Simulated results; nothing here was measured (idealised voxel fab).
process module | voxel tone inversion
cross-section cut | 190 nm wide | cells 5 nm
A cross-section is a grid of square cells, given in bands from the top down. A band is one or more rows of cells.
Each band's line starts with the height of the band's top and of its bottom, in nm. Then come its materials from left to right, each with its width in nm. One material with "throughout" fills the band from edge to edge. "air" is empty space.
Height 0 is the level under which the wafer as received is all one material. The lowest band goes on downwards, as in "0 down".
A width such as "30 to 40" changes by the same amount from each row of cells to the next, from the band's top row to its bottom row.
"no change" after a step means that no cell of the cross-section changed.
closed voids: empty space of 8 cells or more with no open way to the top, each as width x height at its distance from the left edge, in nm
after a step's settings: what the simulator itself notes on the step
overlay nm, on a step with a mask: how far to the right of its planned place the mask lay; to the left if negative
plan
1 op RECEIVE | material Si
2 op CONFORMAL_DEP | material SiN | thk nm 5
3 op DIRECTIONAL_DEP | material polySi | thk nm 15
4 op PATTERN | tone cover | mask id POSTS | material resist | width nm 15 | pitch nm 45 | thk nm 25 | overlay nm 0
5 op DIRECTIONAL_ETCH | etch materials polySi | depth nm 15
6 op STRIP | etch materials resist
7 op FILL_DEP | material SiO2 | thk nm 5
8 op CMP | height nm 20
9 op STRIP | etch materials polySi
first wafer, as planned
as received, after step 1
  0 down: Si throughout
  closed voids: none
after step 2
  5 to 0: SiN throughout
  below 0: unchanged
after step 3
  20 to 5: polySi throughout
  below 5: unchanged
after step 4
  45 to 20: air 40 | resist 15 | air 30 | resist 15 | air 30 | resist 15 | air 45
  below 20: unchanged
after step 5
  45 to 20: air 40 | resist 15 | air 30 | resist 15 | air 30 | resist 15 | air 45
  20 to 5: air 40 | polySi 15 | air 30 | polySi 15 | air 30 | polySi 15 | air 45
  below 5: unchanged
after step 6
  20 to 5: air 40 | polySi 15 | air 30 | polySi 15 | air 30 | polySi 15 | air 45
  below 5: unchanged
after step 7
  25 to 20: SiO2 throughout
  20 to 5: SiO2 40 | polySi 15 | SiO2 30 | polySi 15 | SiO2 30 | polySi 15 | SiO2 45
  below 5: unchanged
after step 8
  20 to 5: SiO2 40 | polySi 15 | SiO2 30 | polySi 15 | SiO2 30 | polySi 15 | SiO2 45
  below 5: unchanged
after step 9
  20 to 5: SiO2 40 | air 15 | SiO2 30 | air 15 | SiO2 30 | air 15 | SiO2 45
  below 5: unchanged
second wafer: like start, like plan, one mistake. Through step 3 it matches the first wafer
when step 4 should have ended
  45 to 20: air 40 | resist 20 | air 25 | resist 20 | air 25 | resist 20 | air 40
  below 20: unchanged
when step 5 should have ended
  45 to 20: air 40 | resist 20 | air 25 | resist 20 | air 25 | resist 20 | air 40
  20 to 5: air 40 | polySi 20 | air 25 | polySi 20 | air 25 | polySi 20 | air 40
  below 5: unchanged
when step 6 should have ended
  20 to 5: air 40 | polySi 20 | air 25 | polySi 20 | air 25 | polySi 20 | air 40
  below 5: unchanged
when step 7 should have ended
  25 to 20: SiO2 throughout
  20 to 5: SiO2 40 | polySi 20 | SiO2 25 | polySi 20 | SiO2 25 | polySi 20 | SiO2 40
  below 5: unchanged
when step 8 should have ended
  20 to 5: SiO2 40 | polySi 20 | SiO2 25 | polySi 20 | SiO2 25 | polySi 20 | SiO2 40
  below 5: unchanged
when step 9 should have ended
  20 to 5: SiO2 40 | air 20 | SiO2 25 | air 20 | SiO2 25 | air 20 | SiO2 40
  below 5: unchanged
what went wrong: step 4 ran as: op PATTERN | tone cover | mask id POSTS | material resist | width nm 20 | pitch nm 45 | thk nm 25 | overlay nm 0
at the end the second wafer has, in cells: 9 fewer of SiO2
